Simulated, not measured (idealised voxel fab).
process module | voxel double patterning
cross-section cut | 195 nm wide | cells 5 nm
A cross-section is a grid of square cells, given in bands from the top down. A band is one or more rows of cells.
Each band's line starts with the height of the band's top and of its bottom, in nm. Then come its materials from left to right, each with its width in nm. One material with "throughout" fills the band from edge to edge. "air" is empty space.
Height 0 is the level under which the wafer as received is all one material. The lowest band goes on downwards, as in "0 down".
A width such as "30 to 40" changes by the same amount from each row of cells to the next, from the band's top row to its bottom row.
"no change" after a step means that no cell of the cross-section changed.
closed voids: empty space of 8 cells or more with no open way to the top, each as width x height at its distance from the left edge, in nm
after a step's settings: what the simulator itself notes on the step
overlay nm, on a step with a mask: how far to the right of its planned place the mask lay; to the left if negative
plan
1 op RECEIVE | material Si
2 op CONFORMAL_DEP | material SiN | thk nm 5
3 op DIRECTIONAL_DEP | material SiO2 | thk nm 15
4 op DIRECTIONAL_DEP | material SiCN | thk nm 5
5 op MASKED_ETCH | tone open | mask id FIRST | width nm 15 | pitch nm 50 | etch materials SiCN | depth nm 5 | overlay nm 0
6 op PATTERN | tone open | mask id SECOND | material resist | width nm 15 | pitch nm 50 | thk nm 15 | overlay nm 0
7 op DIRECTIONAL_ETCH | etch materials SiCN | depth nm 5
8 op STRIP | etch materials resist
9 op DIRECTIONAL_ETCH | etch materials SiO2 | depth nm 15
10 op STRIP | etch materials SiCN
first wafer, as planned
as received, after step 1
  0 down: Si throughout
  closed voids: none
after step 2
  5 to 0: SiN throughout
  below 0: unchanged
after step 3
  20 to 5: SiO2 throughout
  below 5: unchanged
after step 4
  25 to 20: SiCN throughout
  below 20: unchanged
after step 5
  25 to 20: SiCN 40 | air 15 | SiCN 35 | air 15 | SiCN 35 | air 15 | SiCN 40
  below 20: unchanged
after step 6
  40 to 25: resist 65 | air 15 | resist 35 | air 15 | resist 65
  25 to 20: SiCN 40 | resist 15 | SiCN 35 | resist 15 | SiCN 35 | resist 15 | SiCN 40
  below 20: unchanged
after step 7
  40 to 25: resist 65 | air 15 | resist 35 | air 15 | resist 65
  25 to 20: SiCN 40 | resist 15 | SiCN 10 | air 15 | SiCN 10 | resist 15 | SiCN 10 | air 15 | SiCN 10 | resist 15 | SiCN 40
  below 20: unchanged
after step 8
  25 to 20: SiCN 40 | air 15 | SiCN 10 | air 15 | SiCN 10 | air 15 | SiCN 10 | air 15 | SiCN 10 | air 15 | SiCN 40
  below 20: unchanged
after step 9
  25 to 20: SiCN 40 | air 15 | SiCN 10 | air 15 | SiCN 10 | air 15 | SiCN 10 | air 15 | SiCN 10 | air 15 | SiCN 40
  20 to 5: SiO2 40 | air 15 | SiO2 10 | air 15 | SiO2 10 | air 15 | SiO2 10 | air 15 | SiO2 10 | air 15 | SiO2 40
  below 5: unchanged
after step 10
  20 to 5: SiO2 40 | air 15 | SiO2 10 | air 15 | SiO2 10 | air 15 | SiO2 10 | air 15 | SiO2 10 | air 15 | SiO2 40
  below 5: unchanged
second wafer: like start, like plan, one mistake. Through step 4 it matches the first wafer
when step 5 should have ended
  25 to 20: air 40 | SiCN 15 | air 35 | SiCN 15 | air 35 | SiCN 15 | air 40
  below 20: unchanged
when step 6 should have ended
  40 to 25: resist 65 | air 15 | resist 35 | air 15 | resist 65
  25 to 20: resist 40 | SiCN 15 | resist 10 | air 15 | resist 10 | SiCN 15 | resist 10 | air 15 | resist 10 | SiCN 15 | resist 40
  below 20: unchanged
when step 7 should have ended: no change
when step 8 should have ended
  25 to 20: air 40 | SiCN 15 | air 35 | SiCN 15 | air 35 | SiCN 15 | air 40
  below 20: unchanged
when step 9 should have ended
  25 to 20: air 40 | SiCN 15 | air 35 | SiCN 15 | air 35 | SiCN 15 | air 40
  20 to 5: air 40 | SiO2 15 | air 35 | SiO2 15 | air 35 | SiO2 15 | air 40
  below 5: unchanged
when step 10 should have ended
  20 to 5: air 40 | SiO2 15 | air 35 | SiO2 15 | air 35 | SiO2 15 | air 40
  below 5: unchanged
what went wrong: step 5 ran as: op MASKED_ETCH | tone cover | mask id FIRST | width nm 15 | pitch nm 50 | etch materials SiCN | depth nm 5 | overlay nm 0
at the end the second wafer has, in cells: 45 fewer of SiO2
